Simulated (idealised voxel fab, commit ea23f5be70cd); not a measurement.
This is a process module. Its name is voxel air gaps.
Section cut is 290 nm wide and gridded with 5 nm square cells.
Each cross-section below is a grid of square cells, stated as bands in top-down order, with one or more rows of cells making up each band.
Band entry format. Leading values: height of top, height of bottom, nm. Remainder: materials in left-to-right order, each with its width in nm. Special words: "edge to edge" on a single material, which then fills the band edge to edge; "empty", empty space.
Zero point of the height axis is 0; under it, received wafer = one material. Lowest band: continues down indefinitely, "0 down".
Width "30 to 40": first value at the band's top row of cells, second value at its bottom row, equal change from row to row.
"no change" -> step changed no cross-section cell.
"Sealed-off cavities" contains a list of empty spaces, each no smaller than 8 cells and without an open way to the top, written in the form width x height at distance with the distance from the left edge and all three in nm.
Whatever follows a step's settings on its line is a remark the simulator itself makes about that step.
"overlay nm" on a masked step: distance the mask lay right of its planned place, negative for left.
Here's what the planned process steps look like
1: RECEIVE,material Si
2: CONFORMAL_DEP,material SiO2,thk nm 15
3: CONFORMAL_DEP,material SiN,thk nm 5
4: DIRECTIONAL_DEP,material SiO2,thk nm 40
5: PATTERN,tone open,mask id LINES,material resist,width nm 25,pitch nm 50,thk nm 15,overlay nm 0
6: DIRECTIONAL_ETCH,etch materials SiO2,depth nm 40
7: STRIP,etch materials resist
8: CONFORMAL_DEP,material TiN,thk nm 5
9: FILL_DEP,material Ru,thk nm 5
10: CMP,height nm 60
11: EPI,material Ru,thk nm 10
12: SELECTIVE_ETCH,etch materials SiO2,depth nm 50
13: CONFORMAL_DEP,material SiCN,thk nm 5
As-received state of the wafer in cross-section, equivalent to post-step 1
  0 down = Si edge to edge
  Sealed-off cavities: none
As-planned run: cross-section of the first of two wafers at end of module
  75 to 70 = empty 65 nm / SiCN 155 nm / empty 70 nm
  70 to 60 = empty 65 nm / SiCN 5 nm / Ru 45 nm / SiCN 5 nm / Ru 45 nm / SiCN 5 nm / Ru 45 nm / SiCN 5 nm / empty 70 nm
  60 to 55 = empty 65 nm / SiCN 15 nm / TiN 5 nm / Ru 15 nm / TiN 5 nm / SiCN 25 nm / TiN 5 nm / Ru 15 nm / TiN 5 nm / SiCN 25 nm / TiN 5 nm / Ru 15 nm / TiN 5 nm / SiCN 15 nm / empty 70 nm
  55 to 25 = empty 75 nm / SiCN 5 nm / TiN 5 nm / Ru 15 nm / TiN 5 nm / SiCN 5 nm / empty 15 nm / SiCN 5 nm / TiN 5 nm / Ru 15 nm / TiN 5 nm / SiCN 5 nm / empty 15 nm / SiCN 5 nm / TiN 5 nm / Ru 15 nm / TiN 5 nm / SiCN 5 nm / empty 80 nm
  25 to 20 = SiCN 80 nm / TiN 25 nm / SiCN 25 nm / TiN 25 nm / SiCN 25 nm / TiN 25 nm / SiCN 85 nm
  20 to 15 = SiN edge to edge
  15 to 0 = SiO2 edge to edge
  0 down = Si edge to edge
  Sealed-off cavities: 15 x 30 at 110; 15 x 30 at 160
Second of two wafers, module complete, sectioned: it shares the first wafer's start and plan but was run with one mistake
  75 to 70 = SiCN edge to edge
  70 to 60 = Ru edge to edge
  60 to 55 = TiN 85 nm / Ru 15 nm / TiN 35 nm / Ru 15 nm / TiN 35 nm / Ru 15 nm / TiN 90 nm
  55 to 20 = SiO2 80 nm / TiN 5 nm / Ru 15 nm / TiN 5 nm / SiO2 25 nm / TiN 5 nm / Ru 15 nm / TiN 5 nm / SiO2 25 nm / TiN 5 nm / Ru 15 nm / TiN 5 nm / SiO2 85 nm
  20 to 15 = SiO2 80 nm / TiN 25 nm / SiO2 25 nm / TiN 25 nm / SiO2 25 nm / TiN 25 nm / SiO2 85 nm
  15 to 0 = SiO2 edge to edge
  0 down = Si edge to edge
  Sealed-off cavities: none
What was done differently from what was planned? step 3 of the plan was omitted and not executed
The final cell counts differ between the wafers, with the second having more or fewer of some materials than the first: +71 Ru; -76 SiCN; -58 SiN; +344 SiO2; +49 TiN
Final count of closed voids per wafer: 2 in the first, 0 in the second.
